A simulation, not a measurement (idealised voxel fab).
process module | voxel ribs on slabs
cross-section cut | 145 nm wide | cells 5 nm
A cross-section is a grid of square cells, given in bands from the top down. A band is one or more rows of cells.
Each band's line starts with the height of the band's top and of its bottom, in nm. Then come its materials from left to right, each with its width in nm. One material with "throughout" fills the band from edge to edge. "air" is empty space.
Height 0 is the level under which the wafer as received is all one material. The lowest band goes on downwards, as in "0 down".
A width such as "30 to 40" changes by the same amount from each row of cells to the next, from the band's top row to its bottom row.
"no change" after a step means that no cell of the cross-section changed.
closed voids: empty space of 8 cells or more with no open way to the top, each as width x height at its distance from the left edge, in nm
after a step's settings: what the simulator itself notes on the step
overlay nm, on a step with a mask: how far to the right of its planned place the mask lay; to the left if negative
plan
1 op RECEIVE | material Si
2 op DIRECTIONAL_DEP | material SiO2 | thk nm 30
3 op DIRECTIONAL_DEP | material polySi | thk nm 20
4 op DIRECTIONAL_DEP | material aC | thk nm 15
5 op PATTERN | tone cover | mask id RIB | material resist | width nm 30 | thk nm 35 | overlay nm 0
6 op DIRECTIONAL_ETCH | etch materials aC | depth nm 15
7 op STRIP | etch materials resist
8 op DIRECTIONAL_ETCH | etch materials polySi | depth nm 15
9 op STRIP | etch materials aC
10 op PATTERN | tone cover | mask id SLAB | material resist | width nm 90 | thk nm 15 | overlay nm 0
11 op DIRECTIONAL_ETCH | etch materials polySi | depth nm 5
12 op STRIP | etch materials resist
13 op FILL_DEP | material SiO2 | thk nm 25
14 op CMP | height nm 70
15 op DIRECTIONAL_DEP | material TiN | thk nm 5
16 op PATTERN | tone cover | mask id HEATER | material resist | width nm 40 | thk nm 15 | overlay nm 0
17 op DIRECTIONAL_ETCH | etch materials TiN | depth nm 5
18 op STRIP | etch materials resist
19 op CONFORMAL_DEP | material SiO2 | thk nm 10
as received, after step 1
  0 down: Si throughout
  closed voids: none
a wafer at the end: this start, this plan, one mistake
  85 to 80: air 40 | SiO2 60 | air 45
  80 to 75: SiO2 throughout
  75 to 70: SiO2 50 | TiN 40 | SiO2 55
  70 to 50: SiO2 throughout
  50 to 35: SiO2 55 | polySi 30 | SiO2 60
  35 to 30: SiO2 30 | polySi 90 | SiO2 25
  30 to 0: SiO2 throughout
  0 down: Si throughout
  closed voids: none
what went wrong: step 10 ran as: op PATTERN | tone cover | mask id SLAB | material resist | width nm 90 | thk nm 15 | overlay nm 5
